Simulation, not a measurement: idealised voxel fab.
You're looking at the process module voxel released beams.
It is cross-section cut that appears here, measuring 210 nm in width, its square cells being 5 nm in size.
This document writes a cross-section as a grid whose cells are square, and gives it as bands, listed from the top down; one or more rows of cells form a band.
Within each band entry, the heights of the top and of the bottom of the band appear first, in that order and in nm; the materials of the band then follow from left to right, each with its corresponding width in nm. The designation "full width" on a single material indicates that it fills the band from edge to edge; the designation "empty" indicates empty space.
The level at which height equals 0 is the one under which the wafer, as it arrives, is entirely one material. No lower edge exists for the bottom band, which continues downward and is notated as in "from 0 down".
Width spec "30->40" -> top row of cells at first value, bottom row at second value, equal per-row change in between.
"no change" means the step left every cell of the cross-section as it was.
Any empty space of 8 cells or more lacking an open way to the top shows up in "Enclosed void listing" as width x height at distance, distance from the left edge, in nm.
That trailing text on a step's line, after the settings, is the simulator's own remark on the step.
Among the settings permitted on a step's line is "overlay nm"; applied to a step with a mask, it specifies the extent to which the mask lay to the right of its planned position, whereas a negative figure signifies a position to the left.

Process steps foreseen in the plan:
- 1: RECEIVE with material Si
- 2: CONFORMAL_DEP with material SiN, thk nm 5
- 3: DIRECTIONAL_DEP with material SiO2, thk nm 10
- 4: DIRECTIONAL_DEP with material aC, thk nm 15
- 5: PATTERN with tone open, mask id ANCHOR, material resist, width nm 35, thk nm 35, overlay nm 0
- 6: DIRECTIONAL_ETCH with etch materials aC, depth nm 15
- 7: STRIP with etch materials resist
- 8: DIRECTIONAL_ETCH with etch materials SiO2, depth nm 10
- 9: STRIP with etch materials aC
- 10: CONFORMAL_DEP with material W, thk nm 15
- 11: DIRECTIONAL_DEP with material aC, thk nm 15
- 12: PATTERN with tone cover, mask id BEAM, material resist, width nm 120, thk nm 30, overlay nm 0
- 13: DIRECTIONAL_ETCH with etch materials aC, depth nm 15
- 14: STRIP with etch materials resist
- 15: DIRECTIONAL_ETCH with etch materials W, depth nm 15
- 16: STRIP with etch materials aC
- 17: STRIP with etch materials SiO2

Delivered wafer in cross-section: state after step 1:
  from 0 down: Si full width
  Enclosed void listing: none

Final wafer profile in cross-section after the module, from the same start and plan as above, with one mistake made during processing:
  from 30 to 20: empty 40  W 20  empty 5  W 95  empty 50
  from 20 to 15: empty 40  W 120  empty 50
  from 15 to 5: empty 45  W 35  empty 130
  from 5 to 0: W full width
  from 0 down: Si full width
  Enclosed void listing: none
Run error: planned and actual differ for step 2; actual: CONFORMAL_DEP with material W, thk nm 5
